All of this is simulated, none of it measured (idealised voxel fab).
process module | voxel wiring stack
cross-section cut | 300 nm wide | cells 5 nm
A cross-section is a grid of square cells, given in bands from the top down. A band is one or more rows of cells.
Each band's line starts with the height of the band's top and of its bottom, in nm. Then come its materials from left to right, each with its width in nm. One material with "throughout" fills the band from edge to edge. "air" is empty space.
Height 0 is the level under which the wafer as received is all one material. The lowest band goes on downwards, as in "0 down".
A width such as "30 to 40" changes by the same amount from each row of cells to the next, from the band's top row to its bottom row.
"no change" after a step means that no cell of the cross-section changed.
closed voids: empty space of 8 cells or more with no open way to the top, each as width x height at its distance from the left edge, in nm
after a step's settings: what the simulator itself notes on the step
overlay nm, on a step with a mask: how far to the right of its planned place the mask lay; to the left if negative
plan
1 op RECEIVE | material Si
2 op CONFORMAL_DEP | material SiO2 | thk nm 15
3 op CONFORMAL_DEP | material SiN | thk nm 5
4 op DIRECTIONAL_DEP | material lowk | thk nm 25
5 op DIRECTIONAL_DEP | material aC | thk nm 10
6 op PATTERN | tone open | mask id METAL_1 | material resist | width nm 30 | pitch nm 55 | thk nm 30 | overlay nm 0
7 op DIRECTIONAL_ETCH | etch materials aC | depth nm 10
8 op STRIP | etch materials resist
9 op DIRECTIONAL_ETCH | etch materials lowk | depth nm 25
10 op DIRECTIONAL_ETCH | etch materials SiN | depth nm 5
11 op STRIP | etch materials aC
12 op CONFORMAL_DEP | material TiN | thk nm 5
13 op FILL_DEP | material Cu | thk nm 5
14 op CMP | height nm 45
15 op CONFORMAL_DEP | material SiCN | thk nm 5
16 op DIRECTIONAL_DEP | material lowk | thk nm 15
17 op MASKED_ETCH | tone open | mask id PLUG_1 | width nm 15 | pitch nm 55 | etch materials lowk | depth nm 15 | overlay nm 0
18 op MASKED_ETCH | tone open | mask id PLUG_1 | width nm 15 | pitch nm 55 | etch materials SiCN | depth nm 5 | overlay nm 0
19 op EPI | material Ru | thk nm 10
20 op EPI | material Ru | thk nm 10
21 op DIRECTIONAL_DEP | material TiN | thk nm 5
22 op DIRECTIONAL_DEP | material Ru | thk nm 15
23 op DIRECTIONAL_DEP | material aC | thk nm 15
24 op PATTERN | tone cover | mask id METAL_2 | material resist | width nm 30 | pitch nm 55 | thk nm 35 | overlay nm 0
25 op DIRECTIONAL_ETCH | etch materials aC | depth nm 15
26 op STRIP | etch materials resist
27 op DIRECTIONAL_ETCH | etch materials Ru | depth nm 15
28 op DIRECTIONAL_ETCH | etch materials TiN | depth nm 5
29 op STRIP | etch materials aC
30 op CONFORMAL_DEP | material SiCN | thk nm 5
31 op FILL_DEP | material SiO2 | thk nm 5
32 op CMP | height nm 85
33 op CONFORMAL_DEP | material SiCN | thk nm 5
34 op DIRECTIONAL_DEP | material SiO2 | thk nm 20
35 op PATTERN | tone open | mask id PLUG_2 | material resist | width nm 15 | pitch nm 55 | thk nm 15 | overlay nm 0
36 op DIRECTIONAL_ETCH | etch materials SiO2 | depth nm 20
37 op DIRECTIONAL_ETCH | etch materials SiCN | depth nm 5
38 op STRIP | etch materials resist
39 op CONFORMAL_DEP | material TiN | thk nm 5
40 op FILL_DEP | material Ru | thk nm 10
41 op CMP | height nm 110
42 op CONFORMAL_DEP | material SiCN | thk nm 5
43 op DIRECTIONAL_DEP | material lowk | thk nm 20
44 op PATTERN | tone open | mask id METAL_3 | material resist | width nm 30 | pitch nm 55 | thk nm 15 | overlay nm 0
45 op DIRECTIONAL_ETCH | etch materials lowk | depth nm 20
46 op DIRECTIONAL_ETCH | etch materials SiCN | depth nm 5
47 op STRIP | etch materials resist
48 op CONFORMAL_DEP | material TiN | thk nm 5
49 op FILL_DEP | material Ru | thk nm 5
50 op CMP | height nm 135
51 op CONFORMAL_DEP | material SiCN | thk nm 5
52 op DIRECTIONAL_DEP | material SiO2 | thk nm 20
53 op DIRECTIONAL_DEP | material aC | thk nm 10
54 op PATTERN | tone open | mask id PLUG_3 | material resist | width nm 15 | pitch nm 55 | thk nm 25 | overlay nm 0
55 op DIRECTIONAL_ETCH | etch materials aC | depth nm 10
56 op STRIP | etch materials resist
57 op DIRECTIONAL_ETCH | etch materials SiO2 | depth nm 20
58 op DIRECTIONAL_ETCH | etch materials SiCN | depth nm 5
59 op STRIP | etch materials aC
60 op CONFORMAL_DEP | material TiN | thk nm 5
61 op FILL_DEP | material W | thk nm 5
62 op CMP | height nm 160
63 op CONFORMAL_DEP | material SiCN | thk nm 5
64 op DIRECTIONAL_DEP | material SiO2 | thk nm 15
65 op MASKED_ETCH | tone open | mask id METAL_4 | width nm 30 | pitch nm 55 | etch materials SiO2 | depth nm 15 | overlay nm 0
66 op MASKED_ETCH | tone open | mask id METAL_4 | width nm 30 | pitch nm 55 | etch materials SiCN | depth nm 5 | overlay nm 0
67 op CONFORMAL_DEP | material TiN | thk nm 5
68 op FILL_DEP | material Ru | thk nm 5
69 op CMP | height nm 180
70 op EPI | material Ru | thk nm 5
71 op FILL_DEP | material SiCN | thk nm 5
first wafer, as planned
as received, after step 1
  0 down: Si throughout
  closed voids: none
after step 2
  15 to 0: SiO2 throughout
  below 0: unchanged
after step 3
  20 to 15: SiN throughout
  below 15: unchanged
after step 4
  45 to 20: lowk throughout
  below 20: unchanged
after step 5
  55 to 45: aC throughout
  below 45: unchanged
after step 6
  85 to 55: resist 80 | air 30 | resist 25 | air 30 | resist 25 | air 30 | resist 80
  below 55: unchanged
after step 7
  75 to 55: resist 80 | air 30 | resist 25 | air 30 | resist 25 | air 30 | resist 80
  55 to 45: aC 80 | air 30 | aC 25 | air 30 | aC 25 | air 30 | aC 80
  below 45: unchanged
after step 8
  55 to 45: aC 80 | air 30 | aC 25 | air 30 | aC 25 | air 30 | aC 80
  below 45: unchanged
after step 9
  55 to 45: aC 80 | air 30 | aC 25 | air 30 | aC 25 | air 30 | aC 80
  45 to 20: lowk 80 | air 30 | lowk 25 | air 30 | lowk 25 | air 30 | lowk 80
  below 20: unchanged
after step 10
  55 to 45: aC 80 | air 30 | aC 25 | air 30 | aC 25 | air 30 | aC 80
  45 to 20: lowk 80 | air 30 | lowk 25 | air 30 | lowk 25 | air 30 | lowk 80
  20 to 15: SiN 80 | air 30 | SiN 25 | air 30 | SiN 25 | air 30 | SiN 80
  below 15: unchanged
after step 11
  45 to 20: lowk 80 | air 30 | lowk 25 | air 30 | lowk 25 | air 30 | lowk 80
  below 20: unchanged
after step 12
  50 to 45: TiN 85 | air 20 | TiN 35 | air 20 | TiN 35 | air 20 | TiN 85
  45 to 20: lowk 80 | TiN 5 | air 20 | TiN 5 | lowk 25 | TiN 5 | air 20 | TiN 5 | lowk 25 | TiN 5 | air 20 | TiN 5 | lowk 80
  20 to 15: SiN 80 | TiN 30 | SiN 25 | TiN 30 | SiN 25 | TiN 30 | SiN 80
  below 15: unchanged
after step 13
  55 to 50: Cu throughout
  50 to 45: TiN 85 | Cu 20 | TiN 35 | Cu 20 | TiN 35 | Cu 20 | TiN 85
  45 to 20: lowk 80 | TiN 5 | Cu 20 | TiN 5 | lowk 25 | TiN 5 | Cu 20 | TiN 5 | lowk 25 | TiN 5 | Cu 20 | TiN 5 | lowk 80
  below 20: unchanged
after step 14
  45 to 20: lowk 80 | TiN 5 | Cu 20 | TiN 5 | lowk 25 | TiN 5 | Cu 20 | TiN 5 | lowk 25 | TiN 5 | Cu 20 | TiN 5 | lowk 80
  below 20: unchanged
after step 15
  50 to 45: SiCN throughout
  below 45: unchanged
after step 16
  65 to 50: lowk throughout
  below 50: unchanged
after step 17
  65 to 50: lowk 80 | air 15 | lowk 40 | air 15 | lowk 40 | air 15 | lowk 95
  below 50: unchanged
after step 18
  65 to 50: lowk 80 | air 15 | lowk 40 | air 15 | lowk 40 | air 15 | lowk 95
  50 to 45: SiCN 80 | air 15 | SiCN 40 | air 15 | SiCN 40 | air 15 | SiCN 95
  below 45: unchanged
after step 19
  65 to 55: lowk 80 | air 15 | lowk 40 | air 15 | lowk 40 | air 15 | lowk 95
  55 to 50: lowk 80 | Ru 15 | lowk 40 | Ru 15 | lowk 40 | Ru 15 | lowk 95
  50 to 45: SiCN 80 | Ru 15 | SiCN 40 | Ru 15 | SiCN 40 | Ru 15 | SiCN 95
  below 45: unchanged
after step 20
  65 to 50: lowk 80 | Ru 15 | lowk 40 | Ru 15 | lowk 40 | Ru 15 | lowk 95
  below 50: unchanged
after step 21
  70 to 65: TiN throughout
  below 65: unchanged
after step 22
  85 to 70: Ru throughout
  below 70: unchanged
after step 23
  100 to 85: aC throughout
  below 85: unchanged
after step 24
  135 to 100: air 80 | resist 30 | air 25 | resist 30 | air 25 | resist 30 | air 80
  below 100: unchanged
after step 25
  120 to 100: air 80 | resist 30 | air 25 | resist 30 | air 25 | resist 30 | air 80
  100 to 85: air 80 | aC 30 | air 25 | aC 30 | air 25 | aC 30 | air 80
  below 85: unchanged
after step 26
  100 to 85: air 80 | aC 30 | air 25 | aC 30 | air 25 | aC 30 | air 80
  below 85: unchanged
after step 27
  100 to 85: air 80 | aC 30 | air 25 | aC 30 | air 25 | aC 30 | air 80
  85 to 70: air 80 | Ru 30 | air 25 | Ru 30 | air 25 | Ru 30 | air 80
  below 70: unchanged
after step 28
  100 to 85: air 80 | aC 30 | air 25 | aC 30 | air 25 | aC 30 | air 80
  85 to 70: air 80 | Ru 30 | air 25 | Ru 30 | air 25 | Ru 30 | air 80
  70 to 65: air 80 | TiN 30 | air 25 | TiN 30 | air 25 | TiN 30 | air 80
  below 65: unchanged
after step 29
  85 to 70: air 80 | Ru 30 | air 25 | Ru 30 | air 25 | Ru 30 | air 80
  below 70: unchanged
after step 30
  90 to 85: air 75 | SiCN 40 | air 15 | SiCN 40 | air 15 | SiCN 40 | air 75
  85 to 70: air 75 | SiCN 5 | Ru 30 | SiCN 5 | air 15 | SiCN 5 | Ru 30 | SiCN 5 | air 15 | SiCN 5 | Ru 30 | SiCN 5 | air 75
  70 to 65: SiCN 80 | TiN 30 | SiCN 25 | TiN 30 | SiCN 25 | TiN 30 | SiCN 80
  below 65: unchanged
after step 31
  95 to 90: SiO2 throughout
  90 to 85: SiO2 75 | SiCN 40 | SiO2 15 | SiCN 40 | SiO2 15 | SiCN 40 | SiO2 75
  85 to 70: SiO2 75 | SiCN 5 | Ru 30 | SiCN 5 | SiO2 15 | SiCN 5 | Ru 30 | SiCN 5 | SiO2 15 | SiCN 5 | Ru 30 | SiCN 5 | SiO2 75
  below 70: unchanged
after step 32
  85 to 70: SiO2 75 | SiCN 5 | Ru 30 | SiCN 5 | SiO2 15 | SiCN 5 | Ru 30 | SiCN 5 | SiO2 15 | SiCN 5 | Ru 30 | SiCN 5 | SiO2 75
  below 70: unchanged
after step 33
  90 to 85: SiCN throughout
  below 85: unchanged
after step 34
  110 to 90: SiO2 throughout
  below 90: unchanged
after step 35
  125 to 110: resist 80 | air 15 | resist 40 | air 15 | resist 40 | air 15 | resist 95
  below 110: unchanged
after step 36
  125 to 110: resist 80 | air 15 | resist 40 | air 15 | resist 40 | air 15 | resist 95
  110 to 90: SiO2 80 | air 15 | SiO2 40 | air 15 | SiO2 40 | air 15 | SiO2 95
  below 90: unchanged
after step 37
  125 to 110: resist 80 | air 15 | resist 40 | air 15 | resist 40 | air 15 | resist 95
  110 to 90: SiO2 80 | air 15 | SiO2 40 | air 15 | SiO2 40 | air 15 | SiO2 95
  90 to 85: SiCN 80 | air 15 | SiCN 40 | air 15 | SiCN 40 | air 15 | SiCN 95
  below 85: unchanged
after step 38
  110 to 90: SiO2 80 | air 15 | SiO2 40 | air 15 | SiO2 40 | air 15 | SiO2 95
  below 90: unchanged
after step 39
  115 to 110: TiN 85 | air 5 | TiN 50 | air 5 | TiN 50 | air 5 | TiN 100
  110 to 90: SiO2 80 | TiN 5 | air 5 | TiN 5 | SiO2 40 | TiN 5 | air 5 | TiN 5 | SiO2 40 | TiN 5 | air 5 | TiN 5 | SiO2 95
  90 to 85: SiCN 80 | TiN 15 | SiCN 40 | TiN 15 | SiCN 40 | TiN 15 | SiCN 95
  below 85: unchanged
after step 40
  125 to 115: Ru throughout
  115 to 110: TiN 85 | Ru 5 | TiN 50 | Ru 5 | TiN 50 | Ru 5 | TiN 100
  110 to 90: SiO2 80 | TiN 5 | Ru 5 | TiN 5 | SiO2 40 | TiN 5 | Ru 5 | TiN 5 | SiO2 40 | TiN 5 | Ru 5 | TiN 5 | SiO2 95
  below 90: unchanged
after step 41
  110 to 90: SiO2 80 | TiN 5 | Ru 5 | TiN 5 | SiO2 40 | TiN 5 | Ru 5 | TiN 5 | SiO2 40 | TiN 5 | Ru 5 | TiN 5 | SiO2 95
  below 90: unchanged
after step 42
  115 to 110: SiCN throughout
  below 110: unchanged
after step 43
  135 to 115: lowk throughout
  below 115: unchanged
after step 44
  150 to 135: resist 80 | air 30 | resist 25 | air 30 | resist 25 | air 30 | resist 80
  below 135: unchanged
after step 45
  150 to 135: resist 80 | air 30 | resist 25 | air 30 | resist 25 | air 30 | resist 80
  135 to 115: lowk 80 | air 30 | lowk 25 | air 30 | lowk 25 | air 30 | lowk 80
  below 115: unchanged
after step 46
  150 to 135: resist 80 | air 30 | resist 25 | air 30 | resist 25 | air 30 | resist 80
  135 to 115: lowk 80 | air 30 | lowk 25 | air 30 | lowk 25 | air 30 | lowk 80
  115 to 110: SiCN 80 | air 30 | SiCN 25 | air 30 | SiCN 25 | air 30 | SiCN 80
  below 110: unchanged
after step 47
  135 to 115: lowk 80 | air 30 | lowk 25 | air 30 | lowk 25 | air 30 | lowk 80
  below 115: unchanged
after step 48
  140 to 135: TiN 85 | air 20 | TiN 35 | air 20 | TiN 35 | air 20 | TiN 85
  135 to 115: lowk 80 | TiN 5 | air 20 | TiN 5 | lowk 25 | TiN 5 | air 20 | TiN 5 | lowk 25 | TiN 5 | air 20 | TiN 5 | lowk 80
  115 to 110: SiCN 80 | TiN 30 | SiCN 25 | TiN 30 | SiCN 25 | TiN 30 | SiCN 80
  below 110: unchanged
after step 49
  145 to 140: Ru throughout
  140 to 135: TiN 85 | Ru 20 | TiN 35 | Ru 20 | TiN 35 | Ru 20 | TiN 85
  135 to 115: lowk 80 | TiN 5 | Ru 20 | TiN 5 | lowk 25 | TiN 5 | Ru 20 | TiN 5 | lowk 25 | TiN 5 | Ru 20 | TiN 5 | lowk 80
  below 115: unchanged
after step 50
  135 to 115: lowk 80 | TiN 5 | Ru 20 | TiN 5 | lowk 25 | TiN 5 | Ru 20 | TiN 5 | lowk 25 | TiN 5 | Ru 20 | TiN 5 | lowk 80
  below 115: unchanged
after step 51
  140 to 135: SiCN throughout
  below 135: unchanged
after step 52
  160 to 140: SiO2 throughout
  below 140: unchanged
after step 53
  170 to 160: aC throughout
  below 160: unchanged
after step 54
  195 to 170: resist 80 | air 15 | resist 40 | air 15 | resist 40 | air 15 | resist 95
  below 170: unchanged
after step 55
  185 to 170: resist 80 | air 15 | resist 40 | air 15 | resist 40 | air 15 | resist 95
  170 to 160: aC 80 | air 15 | aC 40 | air 15 | aC 40 | air 15 | aC 95
  below 160: unchanged
after step 56
  170 to 160: aC 80 | air 15 | aC 40 | air 15 | aC 40 | air 15 | aC 95
  below 160: unchanged
after step 57
  170 to 160: aC 80 | air 15 | aC 40 | air 15 | aC 40 | air 15 | aC 95
  160 to 140: SiO2 80 | air 15 | SiO2 40 | air 15 | SiO2 40 | air 15 | SiO2 95
  below 140: unchanged
after step 58
  170 to 160: aC 80 | air 15 | aC 40 | air 15 | aC 40 | air 15 | aC 95
  160 to 140: SiO2 80 | air 15 | SiO2 40 | air 15 | SiO2 40 | air 15 | SiO2 95
  140 to 135: SiCN 80 | air 15 | SiCN 40 | air 15 | SiCN 40 | air 15 | SiCN 95
  below 135: unchanged
after step 59
  160 to 140: SiO2 80 | air 15 | SiO2 40 | air 15 | SiO2 40 | air 15 | SiO2 95
  below 140: unchanged
after step 60
  165 to 160: TiN 85 | air 5 | TiN 50 | air 5 | TiN 50 | air 5 | TiN 100
  160 to 140: SiO2 80 | TiN 5 | air 5 | TiN 5 | SiO2 40 | TiN 5 | air 5 | TiN 5 | SiO2 40 | TiN 5 | air 5 | TiN 5 | SiO2 95
  140 to 135: SiCN 80 | TiN 15 | SiCN 40 | TiN 15 | SiCN 40 | TiN 15 | SiCN 95
  below 135: unchanged
after step 61
  170 to 165: W throughout
  165 to 160: TiN 85 | W 5 | TiN 50 | W 5 | TiN 50 | W 5 | TiN 100
  160 to 140: SiO2 80 | TiN 5 | W 5 | TiN 5 | SiO2 40 | TiN 5 | W 5 | TiN 5 | SiO2 40 | TiN 5 | W 5 | TiN 5 | SiO2 95
  below 140: unchanged
after step 62
  160 to 140: SiO2 80 | TiN 5 | W 5 | TiN 5 | SiO2 40 | TiN 5 | W 5 | TiN 5 | SiO2 40 | TiN 5 | W 5 | TiN 5 | SiO2 95
  below 140: unchanged
after step 63
  165 to 160: SiCN throughout
  below 160: unchanged
after step 64
  180 to 165: SiO2 throughout
  below 165: unchanged
after step 65
  180 to 165: SiO2 80 | air 30 | SiO2 25 | air 30 | SiO2 25 | air 30 | SiO2 80
  below 165: unchanged
after step 66
  180 to 165: SiO2 80 | air 30 | SiO2 25 | air 30 | SiO2 25 | air 30 | SiO2 80
  165 to 160: SiCN 80 | air 30 | SiCN 25 | air 30 | SiCN 25 | air 30 | SiCN 80
  below 160: unchanged
after step 67
  185 to 180: TiN 85 | air 20 | TiN 35 | air 20 | TiN 35 | air 20 | TiN 85
  180 to 165: SiO2 80 | TiN 5 | air 20 | TiN 5 | SiO2 25 | TiN 5 | air 20 | TiN 5 | SiO2 25 | TiN 5 | air 20 | TiN 5 | SiO2 80
  165 to 160: SiCN 80 | TiN 30 | SiCN 25 | TiN 30 | SiCN 25 | TiN 30 | SiCN 80
  below 160: unchanged
after step 68
  190 to 185: Ru throughout
  185 to 180: TiN 85 | Ru 20 | TiN 35 | Ru 20 | TiN 35 | Ru 20 | TiN 85
  180 to 165: SiO2 80 | TiN 5 | Ru 20 | TiN 5 | SiO2 25 | TiN 5 | Ru 20 | TiN 5 | SiO2 25 | TiN 5 | Ru 20 | TiN 5 | SiO2 80
  below 165: unchanged
after step 69
  180 to 165: SiO2 80 | TiN 5 | Ru 20 | TiN 5 | SiO2 25 | TiN 5 | Ru 20 | TiN 5 | SiO2 25 | TiN 5 | Ru 20 | TiN 5 | SiO2 80
  below 165: unchanged
after step 70
  185 to 180: air 75 | Ru 40 | air 15 | Ru 40 | air 15 | Ru 40 | air 75
  below 180: unchanged
after step 71
  190 to 185: SiCN throughout
  185 to 180: SiCN 75 | Ru 40 | SiCN 15 | Ru 40 | SiCN 15 | Ru 40 | SiCN 75
  below 180: unchanged
second wafer: like start, like plan, one mistake. Through step 43 it matches the first wafer
when step 44 should have ended
  150 to 135: air 80 | resist 30 | air 25 | resist 30 | air 25 | resist 30 | air 80
  below 135: unchanged
when step 45 should have ended
  150 to 135: air 80 | resist 30 | air 25 | resist 30 | air 25 | resist 30 | air 80
  135 to 115: air 80 | lowk 30 | air 25 | lowk 30 | air 25 | lowk 30 | air 80
  below 115: unchanged
when step 46 should have ended
  150 to 135: air 80 | resist 30 | air 25 | resist 30 | air 25 | resist 30 | air 80
  135 to 115: air 80 | lowk 30 | air 25 | lowk 30 | air 25 | lowk 30 | air 80
  115 to 110: air 80 | SiCN 30 | air 25 | SiCN 30 | air 25 | SiCN 30 | air 80
  below 110: unchanged
when step 47 should have ended
  135 to 115: air 80 | lowk 30 | air 25 | lowk 30 | air 25 | lowk 30 | air 80
  below 115: unchanged
when step 48 should have ended
  140 to 135: air 75 | TiN 40 | air 15 | TiN 40 | air 15 | TiN 40 | air 75
  135 to 115: air 75 | TiN 5 | lowk 30 | TiN 5 | air 15 | TiN 5 | lowk 30 | TiN 5 | air 15 | TiN 5 | lowk 30 | TiN 5 | air 75
  115 to 110: TiN 80 | SiCN 30 | TiN 25 | SiCN 30 | TiN 25 | SiCN 30 | TiN 80
  below 110: unchanged
when step 49 should have ended
  145 to 140: Ru throughout
  140 to 135: Ru 75 | TiN 40 | Ru 15 | TiN 40 | Ru 15 | TiN 40 | Ru 75
  135 to 115: Ru 75 | TiN 5 | lowk 30 | TiN 5 | Ru 15 | TiN 5 | lowk 30 | TiN 5 | Ru 15 | TiN 5 | lowk 30 | TiN 5 | Ru 75
  below 115: unchanged
when step 50 should have ended
  135 to 115: Ru 75 | TiN 5 | lowk 30 | TiN 5 | Ru 15 | TiN 5 | lowk 30 | TiN 5 | Ru 15 | TiN 5 | lowk 30 | TiN 5 | Ru 75
  below 115: unchanged
when step 51 should have ended
  140 to 135: SiCN throughout
  below 135: unchanged
when step 52 should have ended
  160 to 140: SiO2 throughout
  below 140: unchanged
when step 53 should have ended
  170 to 160: aC throughout
  below 160: unchanged
when step 54 should have ended
  195 to 170: resist 80 | air 15 | resist 40 | air 15 | resist 40 | air 15 | resist 95
  below 170: unchanged
when step 55 should have ended
  185 to 170: resist 80 | air 15 | resist 40 | air 15 | resist 40 | air 15 | resist 95
  170 to 160: aC 80 | air 15 | aC 40 | air 15 | aC 40 | air 15 | aC 95
  below 160: unchanged
when step 56 should have ended
  170 to 160: aC 80 | air 15 | aC 40 | air 15 | aC 40 | air 15 | aC 95
  below 160: unchanged
when step 57 should have ended
  170 to 160: aC 80 | air 15 | aC 40 | air 15 | aC 40 | air 15 | aC 95
  160 to 140: SiO2 80 | air 15 | SiO2 40 | air 15 | SiO2 40 | air 15 | SiO2 95
  below 140: unchanged
when step 58 should have ended
  170 to 160: aC 80 | air 15 | aC 40 | air 15 | aC 40 | air 15 | aC 95
  160 to 140: SiO2 80 | air 15 | SiO2 40 | air 15 | SiO2 40 | air 15 | SiO2 95
  140 to 135: SiCN 80 | air 15 | SiCN 40 | air 15 | SiCN 40 | air 15 | SiCN 95
  below 135: unchanged
when step 59 should have ended
  160 to 140: SiO2 80 | air 15 | SiO2 40 | air 15 | SiO2 40 | air 15 | SiO2 95
  below 140: unchanged
when step 60 should have ended
  165 to 160: TiN 85 | air 5 | TiN 50 | air 5 | TiN 50 | air 5 | TiN 100
  160 to 140: SiO2 80 | TiN 5 | air 5 | TiN 5 | SiO2 40 | TiN 5 | air 5 | TiN 5 | SiO2 40 | TiN 5 | air 5 | TiN 5 | SiO2 95
  140 to 135: SiCN 80 | TiN 15 | SiCN 40 | TiN 15 | SiCN 40 | TiN 15 | SiCN 95
  below 135: unchanged
when step 61 should have ended
  170 to 165: W throughout
  165 to 160: TiN 85 | W 5 | TiN 50 | W 5 | TiN 50 | W 5 | TiN 100
  160 to 140: SiO2 80 | TiN 5 | W 5 | TiN 5 | SiO2 40 | TiN 5 | W 5 | TiN 5 | SiO2 40 | TiN 5 | W 5 | TiN 5 | SiO2 95
  below 140: unchanged
when step 62 should have ended
  160 to 140: SiO2 80 | TiN 5 | W 5 | TiN 5 | SiO2 40 | TiN 5 | W 5 | TiN 5 | SiO2 40 | TiN 5 | W 5 | TiN 5 | SiO2 95
  below 140: unchanged
when step 63 should have ended
  165 to 160: SiCN throughout
  below 160: unchanged
when step 64 should have ended
  180 to 165: SiO2 throughout
  below 165: unchanged
when step 65 should have ended
  180 to 165: SiO2 80 | air 30 | SiO2 25 | air 30 | SiO2 25 | air 30 | SiO2 80
  below 165: unchanged
when step 66 should have ended
  180 to 165: SiO2 80 | air 30 | SiO2 25 | air 30 | SiO2 25 | air 30 | SiO2 80
  165 to 160: SiCN 80 | air 30 | SiCN 25 | air 30 | SiCN 25 | air 30 | SiCN 80
  below 160: unchanged
when step 67 should have ended
  185 to 180: TiN 85 | air 20 | TiN 35 | air 20 | TiN 35 | air 20 | TiN 85
  180 to 165: SiO2 80 | TiN 5 | air 20 | TiN 5 | SiO2 25 | TiN 5 | air 20 | TiN 5 | SiO2 25 | TiN 5 | air 20 | TiN 5 | SiO2 80
  165 to 160: SiCN 80 | TiN 30 | SiCN 25 | TiN 30 | SiCN 25 | TiN 30 | SiCN 80
  below 160: unchanged
when step 68 should have ended
  190 to 185: Ru throughout
  185 to 180: TiN 85 | Ru 20 | TiN 35 | Ru 20 | TiN 35 | Ru 20 | TiN 85
  180 to 165: SiO2 80 | TiN 5 | Ru 20 | TiN 5 | SiO2 25 | TiN 5 | Ru 20 | TiN 5 | SiO2 25 | TiN 5 | Ru 20 | TiN 5 | SiO2 80
  below 165: unchanged
when step 69 should have ended
  180 to 165: SiO2 80 | TiN 5 | Ru 20 | TiN 5 | SiO2 25 | TiN 5 | Ru 20 | TiN 5 | SiO2 25 | TiN 5 | Ru 20 | TiN 5 | SiO2 80
  below 165: unchanged
when step 70 should have ended
  185 to 180: air 75 | Ru 40 | air 15 | Ru 40 | air 15 | Ru 40 | air 75
  below 180: unchanged
when step 71 should have ended
  190 to 185: SiCN throughout
  185 to 180: SiCN 75 | Ru 40 | SiCN 15 | Ru 40 | SiCN 15 | Ru 40 | SiCN 75
  below 180: unchanged
what went wrong: step 44 ran as: op PATTERN | tone cover | mask id METAL_3 | material resist | width nm 30 | pitch nm 55 | thk nm 15 | overlay nm 0
at the end the second wafer has, in cells: 96 more of Ru | 24 fewer of SiCN | 24 more of TiN | 96 fewer of lowk
